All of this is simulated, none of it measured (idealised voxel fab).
voxel air gaps: a process module
Square cell edge 5 nm, section width 210 nm, ID cut.
Cross-sections here: square-cell grids, written as top-down lists of bands, a band being one or more rows of cells.
Quick guide to a band line: top height, bottom height (nm) up front; then every material left to right with its width in nm. Only one material and it's marked "all across"? Then it fills the band edge to edge. And "empty" just means empty space.
The reference from which all heights are counted is 0, the level beneath which the as-received wafer is entirely one material; the lowest band, having no lower bound, proceeds downward and is written after the example "0 -> down".
Think of "30..40" as a width that walks from the first number to the second as you go down the band, top row to bottom row, taking equal-sized steps from row to row.
Step marked "no modifications"? Then no cell in the cross-section changed in it.
Any empty space of 8 cells or more lacking an open way to the top shows up in "Closed internal cavities" as width x height at distance, distance from the left edge, in nm.
What comes after the settings on a step's line is commentary from the simulator itself on that step.
A step's line can hold "overlay nm"; with a mask on that step, the setting says how far right of the planned place the mask lay, while a negative setting says it lay to the left.

Steps in the process plan
- 1: RECEIVE with material Si
- 2: CONFORMAL_DEP with material SiO2, thk nm 10
- 3: CONFORMAL_DEP with material SiCN, thk nm 5
- 4: DIRECTIONAL_DEP with material lowk, thk nm 35
- 5: DIRECTIONAL_DEP with material aC, thk nm 15
- 6: PATTERN with tone open, mask id LINES, material resist, width nm 15, pitch nm 45, thk nm 35, overlay nm 0
- 7: DIRECTIONAL_ETCH with etch materials aC, depth nm 15
- 8: STRIP with etch materials resist
- 9: DIRECTIONAL_ETCH with etch materials lowk, depth nm 35
- 10: STRIP with etch materials aC
- 11: CONFORMAL_DEP with material TiN, thk nm 5
- 12: FILL_DEP with material W, thk nm 10
- 13: CMP with height nm 50
- 14: EPI with material Ru, thk nm 10
- 15: SELECTIVE_ETCH with etch materials lowk, depth nm 45
- 16: CONFORMAL_DEP with material SiCN, thk nm 5

Delivered wafer in cross-section: state after step 1
	0 -> down: Si all across
	Closed internal cavities: none

Final cross-section, module run with one mistake (start and plan as above)
	75 -> 70: 25 empty / 155 SiCN / 30 empty
	70 -> 50: 25 empty / 5 SiCN / 145 Ru / 5 SiCN / 30 empty
	50 -> 45: 25 empty / 25 SiCN / 5 TiN / 5 W / 5 TiN / 30 lowk / 5 TiN / 5 W / 5 TiN / 30 lowk / 5 TiN / 5 W / 5 TiN / 25 SiCN / 30 empty
	45 -> 20: 45 empty / 5 SiCN / 5 TiN / 5 W / 5 TiN / 30 lowk / 5 TiN / 5 W / 5 TiN / 30 lowk / 5 TiN / 5 W / 5 TiN / 5 SiCN / 50 empty
	20 -> 15: 50 SiCN / 15 TiN / 30 lowk / 15 TiN / 30 lowk / 15 TiN / 55 SiCN
	15 -> 10: SiCN all across
	10 -> 0: SiO2 all across
	0 -> down: Si all across
	Closed internal cavities: none
What was done differently from what was planned? step 14 was run twice
